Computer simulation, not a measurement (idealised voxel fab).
The process module that follows is named voxel transistor to metal.
The width of the displayed cross-section, cut, is 155 nm; its cells are square, with a size of 5 nm.
Cross-sections here: square-cell grids, written as top-down lists of bands, a band being one or more rows of cells. In this notation a band is specified by the heights of its top and bottom, in that order and in nm, after which its materials appear from left to right, each paired with its width in nm. The word "edge to edge" attached to a single material means that material fills the band from edge to edge; the word "air" stands for empty space. We count height from 0. Below that, the starting wafer is all one material. The lowest band never ends at the bottom but goes on down; see "from 0 down" for how that is written. A width given as "30..40" starts at the first number in the band's top row and ends at the second number in its bottom row, shifting by an equal amount at every step from row to row. Step note "no change occurred" = no cross-section cell changed. Reported under the label "Enclosed internal cavities" are the empty spaces having no open way to the top and comprising 8 cells or more; the notation for each is width x height at distance, in which the distance is measured from the left edge and all three values are in nm. If you see something after the settings on a step's line, that's the simulator's own remark about that step. Regarding "overlay nm": on a step with a mask, it is the distance the mask lay to the right of its planned place; a negative value places it to the left.
### So here's the lineup of process steps we planned
1 RECEIVE with material Si
2 OXIDIZE with depth nm 5
3 CONFORMAL_DEP with material SiN, thk nm 15
4 DIRECTIONAL_DEP with material aC, thk nm 10
5 PATTERN with tone cover, mask id ACTIVE, material resist, width nm 105, thk nm 25, overlay nm 0
6 DIRECTIONAL_ETCH with etch materials aC, depth nm 10
7 STRIP with etch materials resist
8 DIRECTIONAL_ETCH with etch materials SiN, depth nm 15
9 DIRECTIONAL_ETCH with etch materials SiO2, depth nm 5
10 DIRECTIONAL_ETCH with etch materials Si, depth nm 30
11 STRIP with etch materials aC
12 OXIDIZE with depth nm 5
13 FILL_DEP with material SiO2, thk nm 15
14 CMP with height nm 15
15 SELECTIVE_ETCH with etch materials SiO2, depth nm 15
16 STRIP with etch materials SiN
17 SELECTIVE_ETCH with etch materials SiO2, depth nm 5
18 OXIDIZE with depth nm 5
19 DIRECTIONAL_DEP with material polySi, thk nm 25
20 DIRECTIONAL_DEP with material SiCN, thk nm 10
21 PATTERN with tone cover, mask id GATE, material resist, width nm 15, thk nm 15, overlay nm 0
22 DIRECTIONAL_ETCH with etch materials SiCN, depth nm 20
23 DIRECTIONAL_ETCH with etch materials polySi, depth nm 35
24 STRIP with etch materials resist
25 CONFORMAL_DEP with material SiN, thk nm 10
26 DIRECTIONAL_ETCH with etch materials SiN, depth nm 10
27 DIRECTIONAL_ETCH with etch materials SiO2, depth nm 5
28 EPI with material nSi, thk nm 5
29 FILL_DEP with material SiO2, thk nm 10
30 CMP with height nm 30
31 DIRECTIONAL_DEP with material SiO2, thk nm 10
32 PATTERN with tone open, mask id CONTACT, material resist, width nm 30, pitch nm 55, thk nm 20, overlay nm 0
33 DIRECTIONAL_ETCH with etch materials SiO2, depth nm 45
34 STRIP with etch materials resist
35 CONFORMAL_DEP with material TiN, thk nm 5
36 FILL_DEP with material Ru, thk nm 5
37 CMP with height nm 40
38 DIRECTIONAL_DEP with material TiN, thk nm 5
39 DIRECTIONAL_DEP with material Ru, thk nm 15
40 PATTERN with tone cover, mask id METAL_1, material resist, width nm 20, pitch nm 65, thk nm 15, overlay nm 0
41 DIRECTIONAL_ETCH with etch materials Ru, depth nm 15
42 DIRECTIONAL_ETCH with etch materials TiN, depth nm 5
43 STRIP with etch materials resist
44 CONFORMAL_DEP with material SiN, thk nm 5
45 FILL_DEP with material SiO2, thk nm 5
46 CMP with height nm 60
47 CONFORMAL_DEP with material SiCN, thk nm 5
48 DIRECTIONAL_DEP with material SiO2, thk nm 35
49 DIRECTIONAL_DEP with material aC, thk nm 10
50 PATTERN with tone open, mask id METAL_2_HOLES, material resist, width nm 15, pitch nm 65, thk nm 30, overlay nm 0
51 DIRECTIONAL_ETCH with etch materials aC, depth nm 10
52 STRIP with etch materials resist
53 DIRECTIONAL_ETCH with etch materials SiO2, depth nm 35
54 STRIP with etch materials aC
55 DIRECTIONAL_DEP with material aC, thk nm 15
56 PATTERN with tone open, mask id METAL_2, material resist, width nm 20, pitch nm 65, thk nm 35, overlay nm 0
57 DIRECTIONAL_ETCH with etch materials aC, depth nm 15
58 STRIP with etch materials resist
59 DIRECTIONAL_ETCH with etch materials SiO2, depth nm 20
60 DIRECTIONAL_ETCH with etch materials SiCN, depth nm 5
61 STRIP with etch materials aC
62 CONFORMAL_DEP with material TiN, thk nm 5
63 FILL_DEP with material Ru, thk nm 5
64 CMP with height nm 100
65 CONFORMAL_DEP with material SiN, thk nm 5
### Account of the first of two wafers, which was processed as intended
### as received, after step 1
from 0 down = Si edge to edge
Enclosed internal cavities: none
### The following cross-section depicts the wafer upon completion of step 2
from 0 to -5 = SiO2 edge to edge
No changes below -5.
### The following cross-section depicts the wafer upon completion of step 3
from 15 to 0 = SiN edge to edge
No changes below 0.
### The following cross-section depicts the wafer upon completion of step 4
from 25 to 15 = aC edge to edge
No changes below 15.
### The following cross-section depicts the wafer upon completion of step 5
from 50 to 25 = air: 25, resist: 105, air: 25
No changes below 25.
### The following cross-section depicts the wafer upon completion of step 6
from 40 to 25 = air: 25, resist: 105, air: 25
from 25 to 15 = air: 25, aC: 105, air: 25
No changes below 15.
### The following cross-section depicts the wafer upon completion of step 7
from 25 to 15 = air: 25, aC: 105, air: 25
No changes below 15.
### The following cross-section depicts the wafer upon completion of step 8
from 25 to 15 = air: 25, aC: 105, air: 25
from 15 to 0 = air: 25, SiN: 105, air: 25
No changes below 0.
### The following cross-section depicts the wafer upon completion of step 9
from 25 to 15 = air: 25, aC: 105, air: 25
from 15 to 0 = air: 25, SiN: 105, air: 25
from 0 to -5 = air: 25, SiO2: 105, air: 25
No changes below -5.
### The following cross-section depicts the wafer upon completion of step 10
from 25 to 15 = air: 25, aC: 105, air: 25
from 15 to 0 = air: 25, SiN: 105, air: 25
from 0 to -5 = air: 25, SiO2: 105, air: 25
from -5 to -35 = air: 25, Si: 105, air: 25
No changes below -35.
### The following cross-section depicts the wafer upon completion of step 11
from 15 to 0 = air: 25, SiN: 105, air: 25
No changes below 0.
### The following cross-section depicts the wafer upon completion of step 12
from 15 to 0 = air: 25, SiN: 105, air: 25
from 0 to -5 = air: 25, SiO2: 105, air: 25
from -5 to -35 = air: 25, SiO2: 5, Si: 95, SiO2: 5, air: 25
from -35 to -40 = SiO2: 30, Si: 95, SiO2: 30
No changes below -40.
### The following cross-section depicts the wafer upon completion of step 13
from 30 to 15 = SiO2 edge to edge
from 15 to 0 = SiO2: 25, SiN: 105, SiO2: 25
from 0 to -5 = SiO2 edge to edge
from -5 to -40 = SiO2: 30, Si: 95, SiO2: 30
No changes below -40.
### The following cross-section depicts the wafer upon completion of step 14
from 15 to 0 = SiO2: 25, SiN: 105, SiO2: 25
No changes below 0.
### The following cross-section depicts the wafer upon completion of step 15
from 15 to 0 = air: 25, SiN: 105, air: 25
No changes below 0.
### The following cross-section depicts the wafer upon completion of step 16
from 0 to -5 = SiO2 edge to edge
No changes below -5.
### The following cross-section depicts the wafer upon completion of step 17
from -5 to -40 = SiO2: 30, Si: 95, SiO2: 30
No changes below -40.
### The following cross-section depicts the wafer upon completion of step 18
from -5 to -10 = SiO2 edge to edge
No changes below -10.
### The following cross-section depicts the wafer upon completion of step 19
from 20 to -5 = polySi edge to edge
No changes below -5.
### The following cross-section depicts the wafer upon completion of step 20
from 30 to 20 = SiCN edge to edge
No changes below 20.
### The following cross-section depicts the wafer upon completion of step 21
from 45 to 30 = air: 70, resist: 15, air: 70
No changes below 30.
### The following cross-section depicts the wafer upon completion of step 22
from 45 to 30 = air: 70, resist: 15, air: 70
from 30 to 20 = air: 70, SiCN: 15, air: 70
No changes below 20.
### The following cross-section depicts the wafer upon completion of step 23
from 45 to 30 = air: 70, resist: 15, air: 70
from 30 to 20 = air: 70, SiCN: 15, air: 70
from 20 to -5 = air: 70, polySi: 15, air: 70
No changes below -5.
### The following cross-section depicts the wafer upon completion of step 24
from 30 to 20 = air: 70, SiCN: 15, air: 70
No changes below 20.
### The following cross-section depicts the wafer upon completion of step 25
from 40 to 30 = air: 60, SiN: 35, air: 60
from 30 to 20 = air: 60, SiN: 10, SiCN: 15, SiN: 10, air: 60
from 20 to 5 = air: 60, SiN: 10, polySi: 15, SiN: 10, air: 60
from 5 to -5 = SiN: 70, polySi: 15, SiN: 70
No changes below -5.
### The following cross-section depicts the wafer upon completion of step 26
from 30 to 20 = air: 60, SiN: 10, SiCN: 15, SiN: 10, air: 60
from 20 to -5 = air: 60, SiN: 10, polySi: 15, SiN: 10, air: 60
No changes below -5.
### The following cross-section depicts the wafer upon completion of step 27
from 30 to 20 = air: 60, SiN: 10, SiCN: 15, SiN: 10, air: 60
from 20 to -5 = air: 60, SiN: 10, polySi: 15, SiN: 10, air: 60
from -5 to -10 = air: 60, SiO2: 35, air: 60
No changes below -10.
### The following cross-section depicts the wafer upon completion of step 28
from 30 to 20 = air: 60, SiN: 10, SiCN: 15, SiN: 10, air: 60
from 20 to -5 = air: 60, SiN: 10, polySi: 15, SiN: 10, air: 60
from -5 to -10 = air: 25, nSi: 35, SiO2: 35, nSi: 35, air: 25
No changes below -10.
### The following cross-section depicts the wafer upon completion of step 29
from 40 to 30 = SiO2 edge to edge
from 30 to 20 = SiO2: 60, SiN: 10, SiCN: 15, SiN: 10, SiO2: 60
from 20 to -5 = SiO2: 60, SiN: 10, polySi: 15, SiN: 10, SiO2: 60
from -5 to -10 = SiO2: 25, nSi: 35, SiO2: 35, nSi: 35, SiO2: 25
No changes below -10.
### The following cross-section depicts the wafer upon completion of step 30
from 30 to 20 = SiO2: 60, SiN: 10, SiCN: 15, SiN: 10, SiO2: 60
No changes below 20.
### The following cross-section depicts the wafer upon completion of step 31
from 40 to 30 = SiO2 edge to edge
No changes below 30.
### The following cross-section depicts the wafer upon completion of step 32
from 60 to 40 = resist: 35, air: 30, resist: 25, air: 30, resist: 35
No changes below 40.
### The following cross-section depicts the wafer upon completion of step 33
from 60 to 40 = resist: 35, air: 30, resist: 25, air: 30, resist: 35
from 40 to 30 = SiO2: 35, air: 30, SiO2: 25, air: 30, SiO2: 35
from 30 to 20 = SiO2: 35, air: 25, SiN: 10, SiCN: 15, SiN: 10, air: 25, SiO2: 35
from 20 to -5 = SiO2: 35, air: 25, SiN: 10, polySi: 15, SiN: 10, air: 25, SiO2: 35
No changes below -5.
### The following cross-section depicts the wafer upon completion of step 34
from 40 to 30 = SiO2: 35, air: 30, SiO2: 25, air: 30, SiO2: 35
No changes below 30.
### The following cross-section depicts the wafer upon completion of step 35
from 45 to 40 = TiN: 40, air: 20, TiN: 35, air: 20, TiN: 40
from 40 to 30 = SiO2: 35, TiN: 5, air: 20..15, TiN: 5..10, SiO2: 25, TiN: 5..10, air: 20..15, TiN: 5, SiO2: 35
from 30 to 20 = SiO2: 35, TiN: 5, air: 15, TiN: 5, SiN: 10, SiCN: 15, SiN: 10, TiN: 5, air: 15, TiN: 5, SiO2: 35
from 20 to 0 = SiO2: 35, TiN: 5, air: 15, TiN: 5, SiN: 10, polySi: 15, SiN: 10, TiN: 5, air: 15, TiN: 5, SiO2: 35
from 0 to -5 = SiO2: 35, TiN: 25, SiN: 10, polySi: 15, SiN: 10, TiN: 25, SiO2: 35
No changes below -5.
### The following cross-section depicts the wafer upon completion of step 36
from 50 to 45 = Ru edge to edge
from 45 to 40 = TiN: 40, Ru: 20, TiN: 35, Ru: 20, TiN: 40
from 40 to 30 = SiO2: 35, TiN: 5, Ru: 20..15, TiN: 5..10, SiO2: 25, TiN: 5..10, Ru: 20..15, TiN: 5, SiO2: 35
from 30 to 20 = SiO2: 35, TiN: 5, Ru: 15, TiN: 5, SiN: 10, SiCN: 15, SiN: 10, TiN: 5, Ru: 15, TiN: 5, SiO2: 35
from 20 to 0 = SiO2: 35, TiN: 5, Ru: 15, TiN: 5, SiN: 10, polySi: 15, SiN: 10, TiN: 5, Ru: 15, TiN: 5, SiO2: 35
No changes below 0.
### The following cross-section depicts the wafer upon completion of step 37
from 40 to 30 = SiO2: 35, TiN: 5, Ru: 20..15, TiN: 5..10, SiO2: 25, TiN: 5..10, Ru: 20..15, TiN: 5, SiO2: 35
No changes below 30.
### The following cross-section depicts the wafer upon completion of step 38
from 45 to 40 = TiN edge to edge
No changes below 40.
### The following cross-section depicts the wafer upon completion of step 39
from 60 to 45 = Ru edge to edge
No changes below 45.
### The following cross-section depicts the wafer upon completion of step 40
from 75 to 60 = air: 35, resist: 20, air: 45, resist: 20, air: 35
No changes below 60.
### The following cross-section depicts the wafer upon completion of step 41
from 75 to 60 = air: 35, resist: 20, air: 45, resist: 20, air: 35
from 60 to 45 = air: 35, Ru: 20, air: 45, Ru: 20, air: 35
No changes below 45.
### The following cross-section depicts the wafer upon completion of step 42
from 75 to 60 = air: 35, resist: 20, air: 45, resist: 20, air: 35
from 60 to 45 = air: 35, Ru: 20, air: 45, Ru: 20, air: 35
from 45 to 40 = air: 35, TiN: 20, air: 45, TiN: 20, air: 35
No changes below 40.
### The following cross-section depicts the wafer upon completion of step 43
from 60 to 45 = air: 35, Ru: 20, air: 45, Ru: 20, air: 35
No changes below 45.
### The following cross-section depicts the wafer upon completion of step 44
from 65 to 60 = air: 30, SiN: 30, air: 35, SiN: 30, air: 30
from 60 to 45 = air: 30, SiN: 5, Ru: 20, SiN: 5, air: 35, SiN: 5, Ru: 20, SiN: 5, air: 30
from 45 to 40 = SiN: 35, TiN: 20, SiN: 45, TiN: 20, SiN: 35
No changes below 40.
### The following cross-section depicts the wafer upon completion of step 45
from 70 to 65 = SiO2 edge to edge
from 65 to 60 = SiO2: 30, SiN: 30, SiO2: 35, SiN: 30, SiO2: 30
from 60 to 45 = SiO2: 30, SiN: 5, Ru: 20, SiN: 5, SiO2: 35, SiN: 5, Ru: 20, SiN: 5, SiO2: 30
No changes below 45.
### The following cross-section depicts the wafer upon completion of step 46
from 60 to 45 = SiO2: 30, SiN: 5, Ru: 20, SiN: 5, SiO2: 35, SiN: 5, Ru: 20, SiN: 5, SiO2: 30
No changes below 45.
### The following cross-section depicts the wafer upon completion of step 47
from 65 to 60 = SiCN edge to edge
No changes below 60.
### The following cross-section depicts the wafer upon completion of step 48
from 100 to 65 = SiO2 edge to edge
No changes below 65.
### The following cross-section depicts the wafer upon completion of step 49
from 110 to 100 = aC edge to edge
No changes below 100.
### The following cross-section depicts the wafer upon completion of step 50
from 140 to 110 = resist: 35, air: 15, resist: 50, air: 15, resist: 40
No changes below 110.
### The following cross-section depicts the wafer upon completion of step 51
from 130 to 110 = resist: 35, air: 15, resist: 50, air: 15, resist: 40
from 110 to 100 = aC: 35, air: 15, aC: 50, air: 15, aC: 40
No changes below 100.
### The following cross-section depicts the wafer upon completion of step 52
from 110 to 100 = aC: 35, air: 15, aC: 50, air: 15, aC: 40
No changes below 100.
### The following cross-section depicts the wafer upon completion of step 53
from 110 to 100 = aC: 35, air: 15, aC: 50, air: 15, aC: 40
from 100 to 65 = SiO2: 35, air: 15, SiO2: 50, air: 15, SiO2: 40
No changes below 65.
### The following cross-section depicts the wafer upon completion of step 54
from 100 to 65 = SiO2: 35, air: 15, SiO2: 50, air: 15, SiO2: 40
No changes below 65.
### The following cross-section depicts the wafer upon completion of step 55
from 115 to 100 = aC: 35, air: 15, aC: 50, air: 15, aC: 40
from 100 to 80 = SiO2: 35, air: 15, SiO2: 50, air: 15, SiO2: 40
from 80 to 65 = SiO2: 35, aC: 15, SiO2: 50, aC: 15, SiO2: 40
No changes below 65.
### The following cross-section depicts the wafer upon completion of step 56
from 150 to 115 = resist: 35, air: 20, resist: 45, air: 20, resist: 35
No changes below 115.
### The following cross-section depicts the wafer upon completion of step 57
from 135 to 115 = resist: 35, air: 20, resist: 45, air: 20, resist: 35
from 115 to 100 = aC: 35, air: 20, aC: 45, air: 20, aC: 35
from 100 to 65 = SiO2: 35, air: 15, SiO2: 50, air: 15, SiO2: 40
No changes below 65.
### The following cross-section depicts the wafer upon completion of step 58
from 115 to 100 = aC: 35, air: 20, aC: 45, air: 20, aC: 35
No changes below 100.
### The following cross-section depicts the wafer upon completion of step 59
from 115 to 100 = aC: 35, air: 20, aC: 45, air: 20, aC: 35
from 100 to 80 = SiO2: 35, air: 20, SiO2: 45, air: 20, SiO2: 35
No changes below 80.
### The following cross-section depicts the wafer upon completion of step 60
from 115 to 100 = aC: 35, air: 20, aC: 45, air: 20, aC: 35
from 100 to 80 = SiO2: 35, air: 20, SiO2: 45, air: 20, SiO2: 35
from 80 to 65 = SiO2: 35, air: 15, SiO2: 50, air: 15, SiO2: 40
from 65 to 60 = SiCN: 35, air: 15, SiCN: 50, air: 15, SiCN: 40
No changes below 60.
### The following cross-section depicts the wafer upon completion of step 61
from 100 to 80 = SiO2: 35, air: 20, SiO2: 45, air: 20, SiO2: 35
No changes below 80.
### The following cross-section depicts the wafer upon completion of step 62
from 105 to 100 = TiN: 40, air: 10, TiN: 55, air: 10, TiN: 40
from 100 to 85 = SiO2: 35, TiN: 5, air: 10, TiN: 5, SiO2: 45, TiN: 5, air: 10, TiN: 5, SiO2: 35
from 85 to 80 = SiO2: 35, TiN: 5, air: 5, TiN: 10, SiO2: 45, TiN: 5, air: 5, TiN: 10, SiO2: 35
from 80 to 65 = SiO2: 35, TiN: 5, air: 5, TiN: 5, SiO2: 50, TiN: 5, air: 5, TiN: 5, SiO2: 40
from 65 to 60 = SiCN: 35, TiN: 15, SiCN: 50, TiN: 15, SiCN: 40
No changes below 60.
### The following cross-section depicts the wafer upon completion of step 63
from 110 to 105 = Ru edge to edge
from 105 to 100 = TiN: 40, Ru: 10, TiN: 55, Ru: 10, TiN: 40
from 100 to 85 = SiO2: 35, TiN: 5, Ru: 10, TiN: 5, SiO2: 45, TiN: 5, Ru: 10, TiN: 5, SiO2: 35
from 85 to 80 = SiO2: 35, TiN: 5, Ru: 5, TiN: 10, SiO2: 45, TiN: 5, Ru: 5, TiN: 10, SiO2: 35
from 80 to 65 = SiO2: 35, TiN: 5, Ru: 5, TiN: 5, SiO2: 50, TiN: 5, Ru: 5, TiN: 5, SiO2: 40
No changes below 65.
### The following cross-section depicts the wafer upon completion of step 64
from 100 to 85 = SiO2: 35, TiN: 5, Ru: 10, TiN: 5, SiO2: 45, TiN: 5, Ru: 10, TiN: 5, SiO2: 35
No changes below 85.
### The following cross-section depicts the wafer upon completion of step 65
from 105 to 100 = SiN edge to edge
No changes below 100.
### Wafer two: like wafer one in start and plan, but with one mistake in execution; identical up to and including step 24
### Second wafer, cut view, end of step 25 per plan
from 35 to 30 = air: 65, SiN: 25, air: 65
from 30 to 20 = air: 65, SiN: 5, SiCN: 15, SiN: 5, air: 65
from 20 to 0 = air: 65, SiN: 5, polySi: 15, SiN: 5, air: 65
from 0 to -5 = SiN: 70, polySi: 15, SiN: 70
No changes below -5.
### Second wafer, cut view, end of step 26 per plan
from 30 to 25 = air: 70, SiCN: 15, air: 70
from 25 to 20 = air: 65, SiN: 5, SiCN: 15, SiN: 5, air: 65
from 20 to -5 = air: 65, SiN: 5, polySi: 15, SiN: 5, air: 65
No changes below -5.
### Second wafer, cut view, end of step 27 per plan
from 30 to 25 = air: 70, SiCN: 15, air: 70
from 25 to 20 = air: 65, SiN: 5, SiCN: 15, SiN: 5, air: 65
from 20 to -5 = air: 65, SiN: 5, polySi: 15, SiN: 5, air: 65
from -5 to -10 = air: 65, SiO2: 25, air: 65
No changes below -10.
### Second wafer, cut view, end of step 28 per plan
from 30 to 25 = air: 70, SiCN: 15, air: 70
from 25 to 20 = air: 65, SiN: 5, SiCN: 15, SiN: 5, air: 65
from 20 to -5 = air: 65, SiN: 5, polySi: 15, SiN: 5, air: 65
from -5 to -10 = air: 25, nSi: 40, SiO2: 25, nSi: 40, air: 25
No changes below -10.
### Second wafer, cut view, end of step 29 per plan
from 40 to 30 = SiO2 edge to edge
from 30 to 25 = SiO2: 70, SiCN: 15, SiO2: 70
from 25 to 20 = SiO2: 65, SiN: 5, SiCN: 15, SiN: 5, SiO2: 65
from 20 to -5 = SiO2: 65, SiN: 5, polySi: 15, SiN: 5, SiO2: 65
from -5 to -10 = SiO2: 25, nSi: 40, SiO2: 25, nSi: 40, SiO2: 25
No changes below -10.
### Second wafer, cut view, end of step 30 per plan
from 30 to 25 = SiO2: 70, SiCN: 15, SiO2: 70
No changes below 25.
### Second wafer, cut view, end of step 31 per plan
from 40 to 30 = SiO2 edge to edge
No changes below 30.
### Second wafer, cut view, end of step 32 per plan
from 60 to 40 = resist: 35, air: 30, resist: 25, air: 30, resist: 35
No changes below 40.
### Second wafer, cut view, end of step 33 per plan
from 60 to 40 = resist: 35, air: 30, resist: 25, air: 30, resist: 35
from 40 to 30 = SiO2: 35, air: 30, SiO2: 25, air: 30, SiO2: 35
from 30 to 25 = SiO2: 35, air: 30, SiO2: 5, SiCN: 15, SiO2: 5, air: 30, SiO2: 35
from 25 to 20 = SiO2: 35, air: 30, SiN: 5, SiCN: 15, SiN: 5, air: 30, SiO2: 35
from 20 to -5 = SiO2: 35, air: 30, SiN: 5, polySi: 15, SiN: 5, air: 30, SiO2: 35
No changes below -5.
### Second wafer, cut view, end of step 34 per plan
from 40 to 30 = SiO2: 35, air: 30, SiO2: 25, air: 30, SiO2: 35
No changes below 30.
### Second wafer, cut view, end of step 35 per plan
from 45 to 40 = TiN: 40, air: 20, TiN: 35, air: 20, TiN: 40
from 40 to 30 = SiO2: 35, TiN: 5, air: 20, TiN: 5, SiO2: 25, TiN: 5, air: 20, TiN: 5, SiO2: 35
from 30 to 25 = SiO2: 35, TiN: 5, air: 20, TiN: 5, SiO2: 5, SiCN: 15, SiO2: 5, TiN: 5, air: 20, TiN: 5, SiO2: 35
from 25 to 20 = SiO2: 35, TiN: 5, air: 20, TiN: 5, SiN: 5, SiCN: 15, SiN: 5, TiN: 5, air: 20, TiN: 5, SiO2: 35
from 20 to 0 = SiO2: 35, TiN: 5, air: 20, TiN: 5, SiN: 5, polySi: 15, SiN: 5, TiN: 5, air: 20, TiN: 5, SiO2: 35
from 0 to -5 = SiO2: 35, TiN: 30, SiN: 5, polySi: 15, SiN: 5, TiN: 30, SiO2: 35
No changes below -5.
### Second wafer, cut view, end of step 36 per plan
from 50 to 45 = Ru edge to edge
from 45 to 40 = TiN: 40, Ru: 20, TiN: 35, Ru: 20, TiN: 40
from 40 to 30 = SiO2: 35, TiN: 5, Ru: 20, TiN: 5, SiO2: 25, TiN: 5, Ru: 20, TiN: 5, SiO2: 35
from 30 to 25 = SiO2: 35, TiN: 5, Ru: 20, TiN: 5, SiO2: 5, SiCN: 15, SiO2: 5, TiN: 5, Ru: 20, TiN: 5, SiO2: 35
from 25 to 20 = SiO2: 35, TiN: 5, Ru: 20, TiN: 5, SiN: 5, SiCN: 15, SiN: 5, TiN: 5, Ru: 20, TiN: 5, SiO2: 35
from 20 to 0 = SiO2: 35, TiN: 5, Ru: 20, TiN: 5, SiN: 5, polySi: 15, SiN: 5, TiN: 5, Ru: 20, TiN: 5, SiO2: 35
No changes below 0.
### Second wafer, cut view, end of step 37 per plan
from 40 to 30 = SiO2: 35, TiN: 5, Ru: 20, TiN: 5, SiO2: 25, TiN: 5, Ru: 20, TiN: 5, SiO2: 35
No changes below 30.
### Second wafer, cut view, end of step 38 per plan
from 45 to 40 = TiN edge to edge
No changes below 40.
### Second wafer, cut view, end of step 39 per plan
from 60 to 45 = Ru edge to edge
No changes below 45.
### Second wafer, cut view, end of step 40 per plan
from 75 to 60 = air: 35, resist: 20, air: 45, resist: 20, air: 35
No changes below 60.
### Second wafer, cut view, end of step 41 per plan
from 75 to 60 = air: 35, resist: 20, air: 45, resist: 20, air: 35
from 60 to 45 = air: 35, Ru: 20, air: 45, Ru: 20, air: 35
No changes below 45.
### Second wafer, cut view, end of step 42 per plan
from 75 to 60 = air: 35, resist: 20, air: 45, resist: 20, air: 35
from 60 to 45 = air: 35, Ru: 20, air: 45, Ru: 20, air: 35
from 45 to 40 = air: 35, TiN: 20, air: 45, TiN: 20, air: 35
No changes below 40.
### Second wafer, cut view, end of step 43 per plan
from 60 to 45 = air: 35, Ru: 20, air: 45, Ru: 20, air: 35
No changes below 45.
### Second wafer, cut view, end of step 44 per plan
from 65 to 60 = air: 30, SiN: 30, air: 35, SiN: 30, air: 30
from 60 to 45 = air: 30, SiN: 5, Ru: 20, SiN: 5, air: 35, SiN: 5, Ru: 20, SiN: 5, air: 30
from 45 to 40 = SiN: 35, TiN: 20, SiN: 45, TiN: 20, SiN: 35
No changes below 40.
### Second wafer, cut view, end of step 45 per plan
from 70 to 65 = SiO2 edge to edge
from 65 to 60 = SiO2: 30, SiN: 30, SiO2: 35, SiN: 30, SiO2: 30
from 60 to 45 = SiO2: 30, SiN: 5, Ru: 20, SiN: 5, SiO2: 35, SiN: 5, Ru: 20, SiN: 5, SiO2: 30
No changes below 45.
### Second wafer, cut view, end of step 46 per plan
from 60 to 45 = SiO2: 30, SiN: 5, Ru: 20, SiN: 5, SiO2: 35, SiN: 5, Ru: 20, SiN: 5, SiO2: 30
No changes below 45.
### Second wafer, cut view, end of step 47 per plan
from 65 to 60 = SiCN edge to edge
No changes below 60.
### Second wafer, cut view, end of step 48 per plan
from 100 to 65 = SiO2 edge to edge
No changes below 65.
### Second wafer, cut view, end of step 49 per plan
from 110 to 100 = aC edge to edge
No changes below 100.
### Second wafer, cut view, end of step 50 per plan
from 140 to 110 = resist: 35, air: 15, resist: 50, air: 15, resist: 40
No changes below 110.
### Second wafer, cut view, end of step 51 per plan
from 130 to 110 = resist: 35, air: 15, resist: 50, air: 15, resist: 40
from 110 to 100 = aC: 35, air: 15, aC: 50, air: 15, aC: 40
No changes below 100.
### Second wafer, cut view, end of step 52 per plan
from 110 to 100 = aC: 35, air: 15, aC: 50, air: 15, aC: 40
No changes below 100.
### Second wafer, cut view, end of step 53 per plan
from 110 to 100 = aC: 35, air: 15, aC: 50, air: 15, aC: 40
from 100 to 65 = SiO2: 35, air: 15, SiO2: 50, air: 15, SiO2: 40
No changes below 65.
### Second wafer, cut view, end of step 54 per plan
from 100 to 65 = SiO2: 35, air: 15, SiO2: 50, air: 15, SiO2: 40
No changes below 65.
### Second wafer, cut view, end of step 55 per plan
from 115 to 100 = aC: 35, air: 15, aC: 50, air: 15, aC: 40
from 100 to 80 = SiO2: 35, air: 15, SiO2: 50, air: 15, SiO2: 40
from 80 to 65 = SiO2: 35, aC: 15, SiO2: 50, aC: 15, SiO2: 40
No changes below 65.
### Second wafer, cut view, end of step 56 per plan
from 150 to 115 = resist: 35, air: 20, resist: 45, air: 20, resist: 35
No changes below 115.
### Second wafer, cut view, end of step 57 per plan
from 135 to 115 = resist: 35, air: 20, resist: 45, air: 20, resist: 35
from 115 to 100 = aC: 35, air: 20, aC: 45, air: 20, aC: 35
from 100 to 65 = SiO2: 35, air: 15, SiO2: 50, air: 15, SiO2: 40
No changes below 65.
### Second wafer, cut view, end of step 58 per plan
from 115 to 100 = aC: 35, air: 20, aC: 45, air: 20, aC: 35
No changes below 100.
### Second wafer, cut view, end of step 59 per plan
from 115 to 100 = aC: 35, air: 20, aC: 45, air: 20, aC: 35
from 100 to 80 = SiO2: 35, air: 20, SiO2: 45, air: 20, SiO2: 35
No changes below 80.
### Second wafer, cut view, end of step 60 per plan
from 115 to 100 = aC: 35, air: 20, aC: 45, air: 20, aC: 35
from 100 to 80 = SiO2: 35, air: 20, SiO2: 45, air: 20, SiO2: 35
from 80 to 65 = SiO2: 35, air: 15, SiO2: 50, air: 15, SiO2: 40
from 65 to 60 = SiCN: 35, air: 15, SiCN: 50, air: 15, SiCN: 40
No changes below 60.
### Second wafer, cut view, end of step 61 per plan
from 100 to 80 = SiO2: 35, air: 20, SiO2: 45, air: 20, SiO2: 35
No changes below 80.
### Second wafer, cut view, end of step 62 per plan
from 105 to 100 = TiN: 40, air: 10, TiN: 55, air: 10, TiN: 40
from 100 to 85 = SiO2: 35, TiN: 5, air: 10, TiN: 5, SiO2: 45, TiN: 5, air: 10, TiN: 5, SiO2: 35
from 85 to 80 = SiO2: 35, TiN: 5, air: 5, TiN: 10, SiO2: 45, TiN: 5, air: 5, TiN: 10, SiO2: 35
from 80 to 65 = SiO2: 35, TiN: 5, air: 5, TiN: 5, SiO2: 50, TiN: 5, air: 5, TiN: 5, SiO2: 40
from 65 to 60 = SiCN: 35, TiN: 15, SiCN: 50, TiN: 15, SiCN: 40
No changes below 60.
### Second wafer, cut view, end of step 63 per plan
from 110 to 105 = Ru edge to edge
from 105 to 100 = TiN: 40, Ru: 10, TiN: 55, Ru: 10, TiN: 40
from 100 to 85 = SiO2: 35, TiN: 5, Ru: 10, TiN: 5, SiO2: 45, TiN: 5, Ru: 10, TiN: 5, SiO2: 35
from 85 to 80 = SiO2: 35, TiN: 5, Ru: 5, TiN: 10, SiO2: 45, TiN: 5, Ru: 5, TiN: 10, SiO2: 35
from 80 to 65 = SiO2: 35, TiN: 5, Ru: 5, TiN: 5, SiO2: 50, TiN: 5, Ru: 5, TiN: 5, SiO2: 40
No changes below 65.
### Second wafer, cut view, end of step 64 per plan
from 100 to 85 = SiO2: 35, TiN: 5, Ru: 10, TiN: 5, SiO2: 45, TiN: 5, Ru: 10, TiN: 5, SiO2: 35
No changes below 85.
### Second wafer, cut view, end of step 65 per plan
from 105 to 100 = SiN edge to edge
No changes below 100.
What was done differently from what was planned? for step 25, the planned setting was not used; the step was instead run as CONFORMAL_DEP with material SiN, thk nm 5
Final tally in cells, some materials are higher or lower on the second wafer than on the first: 14 more of Ru, 16 fewer of SiN, 2 more of nSi
